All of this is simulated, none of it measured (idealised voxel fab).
Process module name: voxel self aligned vias
The figure presents cross-section cut, which has a width of 250 nm and is divided into square cells with an edge length of 5 nm.
A cross-section is written here as square cells arranged in a grid, and it is given in bands from the top down, each band taking up one or more rows of cells. The band entry comprises the height of the band's top followed by the height of its bottom, expressed in nm, and subsequently the band's materials from left to right, each stated together with its width in nm. Where a single material is marked with the word "edge to edge", that material fills the band from edge to edge. The word "air" represents empty space. For the purposes of this specification, 0 denotes the height below which the wafer in its as-received condition is composed wholly of one material, and the lowermost band, lacking a lower limit, extends downward without end, as expressed in "0 and below". The two numbers in a width such as "30 to 40" mark its ends across the band: the first belongs to the top row of cells, the second to the bottom row, and from each row to the next the width moves by the same amount. It should be understood that the words "changes: none", when stated for a given step, signify that the cross-section underwent no change in any of its cells during that step. Empty spaces without an open route to the top, at least 8 cells in extent, make up the entry "Sealed void inventory"; each is given as width x height at distance, where the distance is measured from the left edge, and all are in nm. Anything after a step's settings on that line? It's the simulator's own note about the step. On any step carrying a mask, the "overlay nm" setting, if present on the step's line, tells how far right of its planned place the mask lay; negative values point to the left.
Intended process steps
1) RECEIVE (material Si)
2) CONFORMAL_DEP (material SiO2; thk nm 10)
3) CONFORMAL_DEP (material SiCN; thk nm 5)
4) DIRECTIONAL_DEP (material lowk; thk nm 25)
5) PATTERN (tone open; mask id LINES; material resist; width nm 30; pitch nm 65; thk nm 15; overlay nm -15)
6) DIRECTIONAL_ETCH (etch materials lowk; depth nm 25)
7) STRIP (etch materials resist)
8) CONFORMAL_DEP (material TiN; thk nm 5)
9) FILL_DEP (material Ru; thk nm 10)
10) CMP (height nm 40)
11) SELECTIVE_ETCH (etch materials W Ru TiN; depth nm 10)
12) FILL_DEP (material SiN; thk nm 10)
13) CMP (height nm 40)
14) DIRECTIONAL_DEP (material lowk; thk nm 15)
15) PATTERN (tone open; mask id VIAS; material resist; width nm 50; pitch nm 65; thk nm 20; overlay nm 0)
16) DIRECTIONAL_ETCH (etch materials lowk; depth nm 15)
17) DIRECTIONAL_ETCH (etch materials SiN; depth nm 10)
18) STRIP (etch materials resist)
19) CONFORMAL_DEP (material TiN; thk nm 5)
20) FILL_DEP (material W; thk nm 5)
21) CMP (height nm 55)
22) CONFORMAL_DEP (material SiN; thk nm 5)
The wafers in this document start out alike and differ in the overlay nm applied at step 5; the plan shows the value used for the first wafer.
As-received cross-section, first of several wafers, post step 1
  0 and below = Si edge to edge
  Sealed void inventory: none
Cross-section of the first of several wafers, taken after step 22, where the module ends
  60 down to 55 = SiN edge to edge
  55 down to 45 = 35 lowk, 5 TiN, 40 W, 5 TiN, 15 lowk, 5 TiN, 40 W, 5 TiN, 15 lowk, 5 TiN, 40 W, 5 TiN, 35 lowk
  45 down to 40 = 35 lowk, 5 TiN, 15 W, 30 TiN, 15 lowk, 5 TiN, 15 W, 30 TiN, 15 lowk, 5 TiN, 15 W, 30 TiN, 35 lowk
  40 down to 35 = 30 lowk, 5 SiN, 5 TiN, 15 W, 5 TiN, 35 lowk, 5 SiN, 5 TiN, 15 W, 5 TiN, 35 lowk, 5 SiN, 5 TiN, 15 W, 5 TiN, 60 lowk
  35 down to 30 = 30 lowk, 5 SiN, 25 TiN, 35 lowk, 5 SiN, 25 TiN, 35 lowk, 5 SiN, 25 TiN, 60 lowk
  30 down to 20 = 30 lowk, 5 TiN, 20 Ru, 5 TiN, 35 lowk, 5 TiN, 20 Ru, 5 TiN, 35 lowk, 5 TiN, 20 Ru, 5 TiN, 60 lowk
  20 down to 15 = 30 lowk, 30 TiN, 35 lowk, 30 TiN, 35 lowk, 30 TiN, 60 lowk
  15 down to 10 = SiCN edge to edge
  10 down to 0 = SiO2 edge to edge
  0 and below = Si edge to edge
  Sealed void inventory: none
Cross-section, module end, final of several wafers
  60 down to 55 = SiN edge to edge
  55 down to 45 = 35 lowk, 5 TiN, 40 W, 5 TiN, 15 lowk, 5 TiN, 40 W, 5 TiN, 15 lowk, 5 TiN, 40 W, 5 TiN, 35 lowk
  45 down to 40 = 35 lowk, 30 TiN, 15 W, 5 TiN, 15 lowk, 30 TiN, 15 W, 5 TiN, 15 lowk, 30 TiN, 15 W, 5 TiN, 35 lowk
  40 down to 35 = 60 lowk, 5 TiN, 15 W, 5 TiN, 5 SiN, 35 lowk, 5 TiN, 15 W, 5 TiN, 5 SiN, 35 lowk, 5 TiN, 15 W, 5 TiN, 5 SiN, 30 lowk
  35 down to 30 = 60 lowk, 25 TiN, 5 SiN, 35 lowk, 25 TiN, 5 SiN, 35 lowk, 25 TiN, 5 SiN, 30 lowk
  30 down to 20 = 60 lowk, 5 TiN, 20 Ru, 5 TiN, 35 lowk, 5 TiN, 20 Ru, 5 TiN, 35 lowk, 5 TiN, 20 Ru, 5 TiN, 30 lowk
  20 down to 15 = 60 lowk, 30 TiN, 35 lowk, 30 TiN, 35 lowk, 30 TiN, 30 lowk
  15 down to 10 = SiCN edge to edge
  10 down to 0 = SiO2 edge to edge
  0 and below = Si edge to edge
  Sealed void inventory: none
So in this table every wafer gets its own row, and what you see is where it stands at the end of the module: for each material, how many cells it picked up (+) or gave up (-) since we received it, and after that its closed voids
overlay nm -15, +24 Ru, +50 SiCN, +56 SiN, +100 SiO2, +84 TiN, +66 W, +220 lowk, Sealed void inventory: none
overlay nm -10, +24 Ru, +50 SiCN, +50 SiN, +100 SiO2, +84 TiN, +72 W, +220 lowk, Sealed void inventory: none
overlay nm -5, +24 Ru, +50 SiCN, +50 SiN, +100 SiO2, +84 TiN, +72 W, +220 lowk, Sealed void inventory: none
overlay nm 0, +24 Ru, +50 SiCN, +50 SiN, +100 SiO2, +84 TiN, +72 W, +220 lowk, Sealed void inventory: none
overlay nm 5, +24 Ru, +50 SiCN, +50 SiN, +100 SiO2, +84 TiN, +72 W, +220 lowk, Sealed void inventory: none
overlay nm 10, +24 Ru, +50 SiCN, +50 SiN, +100 SiO2, +84 TiN, +72 W, +220 lowk, Sealed void inventory: none
overlay nm 15, +24 Ru, +50 SiCN, +56 SiN, +100 SiO2, +84 TiN, +66 W, +220 lowk, Sealed void inventory: none
